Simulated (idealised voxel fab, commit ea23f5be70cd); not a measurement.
Proc. module: voxel wiring stack
Square cells of 5 nm make up the cross-section cut, whose width is 285 nm.
In what follows, cross-sections appear as grids of square cells, described through bands that run from the top down, where every band is one or more rows of cells. Quick guide to a band line: top height, bottom height (nm) up front; then every material left to right with its width in nm. Only one material and it's marked "edge to edge"? Then it fills the band edge to edge. And "blank" just means empty space. Zero point of the height axis is 0; under it, received wafer = one material. Lowest band: continues down indefinitely, "0 -> down". The notation "30 to 40" denotes a width that varies across the rows of cells in the band, beginning at the first number in the top row, finishing at the second number in the bottom row, and changing by an identical amount from each row to the next. Step marked "left unchanged"? Then no cell in the cross-section changed in it. "Non-vented voids" means: voids of 8 cells or more that are shut off from the top with no open way through. Written width x height at distance, distance from the left edge, in nm. Anything after a step's settings on that line? It's the simulator's own note about the step. When a step includes a mask, the "overlay nm" setting on its line states how far to the right of its planned place that mask lay, and negative values state how far to the left.
These are the steps we planned for the process:
1. RECEIVE: material Si
2. CONFORMAL_DEP: material SiO2, thk nm 15
3. CONFORMAL_DEP: material SiN, thk nm 5
4. DIRECTIONAL_DEP: material SiO2, thk nm 20
5. DIRECTIONAL_DEP: material aC, thk nm 15
6. PATTERN: tone open, mask id METAL_1, material resist, width nm 25, pitch nm 50, thk nm 35, overlay nm 0
7. DIRECTIONAL_ETCH: etch materials aC, depth nm 15
8. STRIP: etch materials resist
9. DIRECTIONAL_ETCH: etch materials SiO2, depth nm 20
10. DIRECTIONAL_ETCH: etch materials SiN, depth nm 5
11. STRIP: etch materials aC
12. CONFORMAL_DEP: material TiN, thk nm 5
13. FILL_DEP: material W, thk nm 5
14. CMP: height nm 40
15. EPI: material Ru, thk nm 5
16. FILL_DEP: material SiCN, thk nm 5
17. DIRECTIONAL_DEP: material SiO2, thk nm 15
18. PATTERN: tone open, mask id PLUG_1, material resist, width nm 15, pitch nm 50, thk nm 20, overlay nm 0
19. DIRECTIONAL_ETCH: etch materials SiO2, depth nm 15
20. DIRECTIONAL_ETCH: etch materials SiCN, depth nm 5
21. STRIP: etch materials resist
22. CONFORMAL_DEP: material TiN, thk nm 5
23. FILL_DEP: material Ru, thk nm 10
24. CMP: height nm 65
25. CONFORMAL_DEP: material SiN, thk nm 5
26. DIRECTIONAL_DEP: material lowk, thk nm 20
27. MASKED_ETCH: tone open, mask id METAL_2, width nm 25, pitch nm 50, etch materials lowk, depth nm 20, overlay nm 0
28. MASKED_ETCH: tone open, mask id METAL_2, width nm 25, pitch nm 50, etch materials SiN, depth nm 5, overlay nm 0
29. CONFORMAL_DEP: material TiN, thk nm 5
30. FILL_DEP: material Cu, thk nm 5
31. CMP: height nm 90
32. CONFORMAL_DEP: material SiCN, thk nm 5
Received-state cross-section, reflecting completion of step 1:
- 0 -> down: Si edge to edge
- Non-vented voids: none
The following cross-section depicts the wafer upon conclusion of the module. Processing commenced from the starting condition illustrated above and adhered to the plan illustrated above, save for one mistake in execution:
- 95 -> 90: SiCN edge to edge
- 90 -> 70: lowk 80  TiN 5  Cu 15  TiN 5  lowk 25  TiN 5  Cu 15  TiN 5  lowk 25  TiN 5  Cu 15  TiN 5  lowk 80
- 70 -> 65: SiN 80  TiN 25  SiN 25  TiN 25  SiN 25  TiN 25  SiN 80
- 65 -> 50: SiO2 80  TiN 5  Ru 5  TiN 5  SiO2 35  TiN 5  Ru 5  TiN 5  SiO2 35  TiN 5  Ru 5  TiN 5  SiO2 90
- 50 -> 45: SiCN 80  TiN 15  SiCN 35  TiN 15  SiCN 35  TiN 15  SiCN 90
- 45 -> 40: SiCN 75  Ru 35  SiCN 15  Ru 35  SiCN 15  Ru 35  SiCN 75
- 40 -> 35: SiN 80  TiN 25  SiN 25  TiN 25  SiN 25  TiN 25  SiN 80
- 35 -> 0: SiO2 edge to edge
- 0 -> down: Si edge to edge
- Non-vented voids: none
What went wrong in running the wafer? plan vs actual: 3 and 4 interchanged
